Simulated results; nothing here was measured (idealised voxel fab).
voxel released beams: a process module
Pictured: cross-section cut, 145 nm wide, on a grid of 5 nm square cells.
How to read a cross-section here: the picture is a grid of square cells, written as bands going from the top down, and any band can span one or more rows of cells.
Top, bottom (nm), then materials left to right with widths (nm); lone material tagged "everywhere" fills the whole band edge to edge; "air" = empty space.
Measure heights from 0. That's the level where, below it, the as-received wafer is all one material. The lowest band is bottomless and extends downward; write it as in "from 0 down".
Quick explanation for "30..40": the width changes in equal steps down the rows of cells, from the first number in the band's top row to the second number in its bottom row.
Reading "no change occurred" for a step: not a cell of the cross-section changed in it.
"Tabulated closed voids" specifies each empty space that is not open to the top and that occupies no fewer than 8 cells, using the form width x height at distance, the distance measured from the left edge and all three quantities in nm.
Whatever follows a step's settings on its line is a remark the simulator itself makes about that step.
"overlay nm" on a masked step: distance the mask lay right of its planned place, negative for left.
So here's the lineup of process steps we planned
step 1: RECEIVE,material Si
step 2: CONFORMAL_DEP,material Al2O3,thk nm 5
step 3: DIRECTIONAL_DEP,material SiO2,thk nm 20
step 4: DIRECTIONAL_DEP,material aC,thk nm 10
step 5: PATTERN,tone open,mask id ANCHOR,material resist,width nm 25,thk nm 30,overlay nm 0
step 6: DIRECTIONAL_ETCH,etch materials aC,depth nm 10
step 7: STRIP,etch materials resist
step 8: DIRECTIONAL_ETCH,etch materials SiO2,depth nm 20
step 9: STRIP,etch materials aC
step 10: CONFORMAL_DEP,material polySi,thk nm 10
step 11: DIRECTIONAL_DEP,material aC,thk nm 15
step 12: PATTERN,tone cover,mask id BEAM,material resist,width nm 80,thk nm 30,overlay nm 0
step 13: DIRECTIONAL_ETCH,etch materials aC,depth nm 15
step 14: STRIP,etch materials resist
step 15: DIRECTIONAL_ETCH,etch materials polySi,depth nm 10
step 16: STRIP,etch materials aC
step 17: STRIP,etch materials SiO2
The following pertains to the first of two wafers, which was processed as planned
Cross-sectional view of the wafer in its as-received condition, corresponding to the state after step 1
	from 0 down | Si everywhere
	Tabulated closed voids: none
Presented here is a cross-section of the wafer after step 2 has been performed
	from 5 to 0 | Al2O3 everywhere
	Everything below 0 is unchanged.
Presented here is a cross-section of the wafer after step 3 has been performed
	from 25 to 5 | SiO2 everywhere
	Everything below 5 is unchanged.
Presented here is a cross-section of the wafer after step 4 has been performed
	from 35 to 25 | aC everywhere
	Everything below 25 is unchanged.
Presented here is a cross-section of the wafer after step 5 has been performed
	from 65 to 35 | 35 of resist | 25 of air | 85 of resist
	Everything below 35 is unchanged.
Presented here is a cross-section of the wafer after step 6 has been performed
	from 55 to 35 | 35 of resist | 25 of air | 85 of resist
	from 35 to 25 | 35 of aC | 25 of air | 85 of aC
	Everything below 25 is unchanged.
Presented here is a cross-section of the wafer after step 7 has been performed
	from 35 to 25 | 35 of aC | 25 of air | 85 of aC
	Everything below 25 is unchanged.
Presented here is a cross-section of the wafer after step 8 has been performed
	from 35 to 25 | 35 of aC | 25 of air | 85 of aC
	from 25 to 5 | 35 of SiO2 | 25 of air | 85 of SiO2
	Everything below 5 is unchanged.
Presented here is a cross-section of the wafer after step 9 has been performed
	from 25 to 5 | 35 of SiO2 | 25 of air | 85 of SiO2
	Everything below 5 is unchanged.
Presented here is a cross-section of the wafer after step 10 has been performed
	from 35 to 25 | 45 of polySi | 5 of air | 95 of polySi
	from 25 to 15 | 35 of SiO2 | 10 of polySi | 5 of air | 10 of polySi | 85 of SiO2
	from 15 to 5 | 35 of SiO2 | 25 of polySi | 85 of SiO2
	Everything below 5 is unchanged.
Presented here is a cross-section of the wafer after step 11 has been performed
	from 50 to 35 | 45 of aC | 5 of air | 95 of aC
	from 35 to 30 | 45 of polySi | 5 of air | 95 of polySi
	from 30 to 25 | 45 of polySi | 5 of aC | 95 of polySi
	from 25 to 15 | 35 of SiO2 | 10 of polySi | 5 of aC | 10 of polySi | 85 of SiO2
	Everything below 15 is unchanged.
Presented here is a cross-section of the wafer after step 12 has been performed
	from 80 to 50 | 30 of air | 80 of resist | 35 of air
	from 50 to 35 | 45 of aC | 5 of resist | 95 of aC
	from 35 to 30 | 45 of polySi | 5 of resist | 95 of polySi
	Everything below 30 is unchanged.
Presented here is a cross-section of the wafer after step 13 has been performed
	from 65 to 50 | 30 of air | 80 of resist | 35 of air
	from 50 to 35 | 30 of air | 15 of aC | 5 of resist | 60 of aC | 35 of air
	Everything below 35 is unchanged.
Presented here is a cross-section of the wafer after step 14 has been performed
	from 50 to 35 | 30 of air | 15 of aC | 5 of air | 60 of aC | 35 of air
	from 35 to 30 | 45 of polySi | 5 of air | 95 of polySi
	Everything below 30 is unchanged.
Presented here is a cross-section of the wafer after step 15 has been performed
	from 50 to 35 | 30 of air | 15 of aC | 5 of air | 60 of aC | 35 of air
	from 35 to 30 | 30 of air | 15 of polySi | 5 of air | 60 of polySi | 35 of air
	from 30 to 25 | 30 of air | 15 of polySi | 5 of aC | 60 of polySi | 35 of air
	Everything below 25 is unchanged.
Presented here is a cross-section of the wafer after step 16 has been performed
	from 35 to 25 | 30 of air | 15 of polySi | 5 of air | 60 of polySi | 35 of air
	from 25 to 15 | 35 of SiO2 | 10 of polySi | 5 of air | 10 of polySi | 85 of SiO2
	Everything below 15 is unchanged.
Presented here is a cross-section of the wafer after step 17 has been performed
	from 35 to 25 | 30 of air | 15 of polySi | 5 of air | 60 of polySi | 35 of air
	from 25 to 15 | 35 of air | 10 of polySi | 5 of air | 10 of polySi | 85 of air
	from 15 to 5 | 35 of air | 25 of polySi | 85 of air
	Everything below 5 is unchanged.
Wafer two of the pair: same origin, same plan, one error during the run; identical to wafer one up to and including step 2
Second wafer, section view, time point: scheduled end of step 3
	from 25 to 5 | polySi everywhere
	Everything below 5 is unchanged.
Second wafer, section view, time point: scheduled end of step 4
	from 35 to 25 | aC everywhere
	Everything below 25 is unchanged.
Second wafer, section view, time point: scheduled end of step 5
	from 65 to 35 | 35 of resist | 25 of air | 85 of resist
	Everything below 35 is unchanged.
Second wafer, section view, time point: scheduled end of step 6
	from 55 to 35 | 35 of resist | 25 of air | 85 of resist
	from 35 to 25 | 35 of aC | 25 of air | 85 of aC
	Everything below 25 is unchanged.
Second wafer, section view, time point: scheduled end of step 7
	from 35 to 25 | 35 of aC | 25 of air | 85 of aC
	Everything below 25 is unchanged.
Second wafer, section view, time point: scheduled end of step 8: no change occurred
Second wafer, section view, time point: scheduled end of step 9
	from 25 to 5 | polySi everywhere
	Everything below 5 is unchanged.
Second wafer, section view, time point: scheduled end of step 10
	from 35 to 5 | polySi everywhere
	Everything below 5 is unchanged.
Second wafer, section view, time point: scheduled end of step 11
	from 50 to 35 | aC everywhere
	Everything below 35 is unchanged.
Second wafer, section view, time point: scheduled end of step 12
	from 80 to 50 | 30 of air | 80 of resist | 35 of air
	Everything below 50 is unchanged.
Second wafer, section view, time point: scheduled end of step 13
	from 65 to 50 | 30 of air | 80 of resist | 35 of air
	from 50 to 35 | 30 of air | 80 of aC | 35 of air
	Everything below 35 is unchanged.
Second wafer, section view, time point: scheduled end of step 14
	from 50 to 35 | 30 of air | 80 of aC | 35 of air
	Everything below 35 is unchanged.
Second wafer, section view, time point: scheduled end of step 15
	from 50 to 35 | 30 of air | 80 of aC | 35 of air
	from 35 to 25 | 30 of air | 80 of polySi | 35 of air
	Everything below 25 is unchanged.
Second wafer, section view, time point: scheduled end of step 16
	from 35 to 25 | 30 of air | 80 of polySi | 35 of air
	Everything below 25 is unchanged.
Second wafer, section view, time point: scheduled end of step 17: no change occurred
Short version of what went wrong: step 3 did not happen as planned, as run it was DIRECTIONAL_DEP,material polySi,thk nm 20
at the end the second wafer has, in cells: polySi +100
